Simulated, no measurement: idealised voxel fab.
A process module follows: voxel capacitor over wiring.
Section cut is 250 nm wide and gridded with 5 nm square cells.
Reading order for cross-sections: top band down to bottom band. Underlying form: a grid of square cells. Band size: one or more rows of cells. This entry defines a band. It first specifies the height of the band's top and the height of its bottom in nm, and then specifies the band's materials from left to right, stating each material with its width in nm. The word "throughout" identifies a single material that fills the band from edge to edge, while the word "blank" identifies empty space. Below 0: as-received wafer, all one material; heights counted from there. Lowest band: no bottom, goes on down, written "0 down". It should be noted that a width expressed as "30..40" varies in equal increments from row to row of cells within the band, taking the value of the first number at the top row and that of the second number at the bottom row. Basically "remained the same" means that step didn't change any cell in the cross-section. "Closed cavity list": sealed empty spaces, 8 cells or more, no open way to top, listed width x height at distance, with distance from the left edge and width, height and distance in nm. The remark found on a step's line after its settings is issued by the simulator itself and pertains to that step. overlay nm: on a step with a mask, how far right of its planned place the mask lay; negative means left.

Here's what the planned process steps look like
- 1: RECEIVE with material Si
- 2: CONFORMAL_DEP with material SiO2, thk nm 15
- 3: CONFORMAL_DEP with material SiN, thk nm 5
- 4: DIRECTIONAL_DEP with material SiO2, thk nm 15
- 5: PATTERN with tone open, mask id METAL_1, material resist, width nm 25, pitch nm 95, thk nm 15, overlay nm 0
- 6: DIRECTIONAL_ETCH with etch materials SiO2, depth nm 15
- 7: DIRECTIONAL_ETCH with etch materials SiN, depth nm 5
- 8: STRIP with etch materials resist
- 9: CONFORMAL_DEP with material TiN, thk nm 5
- 10: FILL_DEP with material W, thk nm 10
- 11: CMP with height nm 35
- 12: EPI with material Ru, thk nm 5
- 13: FILL_DEP with material SiCN, thk nm 5
- 14: DIRECTIONAL_DEP with material SiO2, thk nm 20
- 15: MASKED_ETCH with tone open, mask id PLUG_1, width nm 15, etch materials SiO2, depth nm 20, overlay nm 0
- 16: MASKED_ETCH with tone open, mask id PLUG_1, width nm 15, etch materials SiCN, depth nm 5, overlay nm 0
- 17: CONFORMAL_DEP with material TiN, thk nm 5
- 18: FILL_DEP with material Cu, thk nm 5
- 19: CMP with height nm 65
- 20: DIRECTIONAL_DEP with material TiN, thk nm 10
- 21: DIRECTIONAL_DEP with material HfO2, thk nm 5
- 22: DIRECTIONAL_DEP with material TiN, thk nm 10
- 23: DIRECTIONAL_DEP with material aC, thk nm 10
- 24: PATTERN with tone cover, mask id UPPER_PLATE, material resist, width nm 75, thk nm 25, overlay nm 0
- 25: DIRECTIONAL_ETCH with etch materials aC, depth nm 10
- 26: STRIP with etch materials resist
- 27: DIRECTIONAL_ETCH with etch materials TiN, depth nm 10
- 28: DIRECTIONAL_ETCH with etch materials HfO2, depth nm 5
- 29: STRIP with etch materials aC
- 30: DIRECTIONAL_DEP with material aC, thk nm 10
- 31: PATTERN with tone cover, mask id LOWER_PLATE, material resist, width nm 85, thk nm 30, overlay nm 0
- 32: DIRECTIONAL_ETCH with etch materials aC, depth nm 10
- 33: STRIP with etch materials resist
- 34: DIRECTIONAL_ETCH with etch materials TiN, depth nm 10
- 35: STRIP with etch materials aC
- 36: FILL_DEP with material SiO2, thk nm 15
- 37: CMP with height nm 100
- 38: DIRECTIONAL_DEP with material aC, thk nm 10
- 39: PATTERN with tone open, mask id PLUG_2, material resist, width nm 15, thk nm 30, overlay nm 0
- 40: DIRECTIONAL_ETCH with etch materials aC, depth nm 10
- 41: STRIP with etch materials resist
- 42: DIRECTIONAL_ETCH with etch materials SiO2, depth nm 10
- 43: STRIP with etch materials aC
- 44: CONFORMAL_DEP with material TiN, thk nm 5
- 45: FILL_DEP with material Ru, thk nm 5
- 46: CMP with height nm 100
- 47: CONFORMAL_DEP with material SiN, thk nm 5
Wafer-to-wafer difference: thk nm, step 13. Common start. Plan = first wafer's value.

Incoming state of the first of several wafers in cross-section: after step 1
    0 down | Si throughout
    Closed cavity list: none

Quick look at the cross-section of the first of several wafers after step 47, which wraps up the module
    105 to 100 | SiN throughout
    100 to 95 | 85 of SiO2, then 5 of TiN, then 5 of Ru, then 5 of TiN, then 150 of SiO2
    95 to 90 | 85 of SiO2, then 15 of TiN, then 150 of SiO2
    90 to 80 | 75 of SiO2, then 75 of TiN, then 100 of SiO2
    80 to 75 | 75 of SiO2, then 75 of HfO2, then 100 of SiO2
    75 to 65 | 70 of SiO2, then 85 of TiN, then 95 of SiO2
    65 to 45 | 75 of SiO2, then 5 of TiN, then 5 of Cu, then 5 of TiN, then 160 of SiO2
    45 to 40 | 75 of SiCN, then 15 of TiN, then 160 of SiCN
    40 to 35 | 60 of SiCN, then 35 of Ru, then 60 of SiCN, then 35 of Ru, then 60 of SiCN
    35 to 20 | 65 of SiO2, then 5 of TiN, then 15 of W, then 5 of TiN, then 70 of SiO2, then 5 of TiN, then 15 of W, then 5 of TiN, then 65 of SiO2
    20 to 15 | 65 of SiN, then 25 of TiN, then 70 of SiN, then 25 of TiN, then 65 of SiN
    15 to 0 | SiO2 throughout
    0 down | Si throughout
    Closed cavity list: none

End of module, last wafer sectioned
    105 to 100 | SiN throughout
    100 to 95 | 85 of SiO2, then 5 of TiN, then 5 of Ru, then 5 of TiN, then 150 of SiO2
    95 to 90 | 85 of SiO2, then 15 of TiN, then 150 of SiO2
    90 to 80 | 75 of SiO2, then 75 of TiN, then 100 of SiO2
    80 to 75 | 75 of SiO2, then 75 of HfO2, then 100 of SiO2
    75 to 65 | 70 of SiO2, then 85 of TiN, then 95 of SiO2
    65 to 60 | 75 of SiO2, then 5 of TiN, then 5 of Cu, then 5 of TiN, then 160 of SiO2
    60 to 55 | 75 of SiCN, then 15 of TiN, then 160 of SiCN
    55 to 40 | SiCN throughout
    40 to 35 | 60 of SiCN, then 35 of Ru, then 60 of SiCN, then 35 of Ru, then 60 of SiCN
    35 to 20 | 65 of SiO2, then 5 of TiN, then 15 of W, then 5 of TiN, then 70 of SiO2, then 5 of TiN, then 15 of W, then 5 of TiN, then 65 of SiO2
    20 to 15 | 65 of SiN, then 25 of TiN, then 70 of SiN, then 25 of TiN, then 65 of SiN
    15 to 0 | SiO2 throughout
    0 down | Si throughout
    Closed cavity list: none

The rows of the table below are wafers. Looking at the end of the module, a row counts, for every material, the cells the wafer has gained, shown as (+), or lost, shown as (-), since it was received; its closed voids come next
thk nm 5 | +4 Cu | +15 HfO2 | +15 Ru | +83 SiCN | +90 SiN | +723 SiO2 | +102 TiN | +18 W | Closed cavity list: none
thk nm 10 | +3 Cu | +15 HfO2 | +15 Ru | +133 SiCN | +90 SiN | +676 SiO2 | +100 TiN | +18 W | Closed cavity list: none
thk nm 15 | +2 Cu | +15 HfO2 | +15 Ru | +183 SiCN | +90 SiN | +629 SiO2 | +98 TiN | +18 W | Closed cavity list: none
thk nm 20 | +1 Cu | +15 HfO2 | +15 Ru | +233 SiCN | +90 SiN | +582 SiO2 | +96 TiN | +18 W | Closed cavity list: none
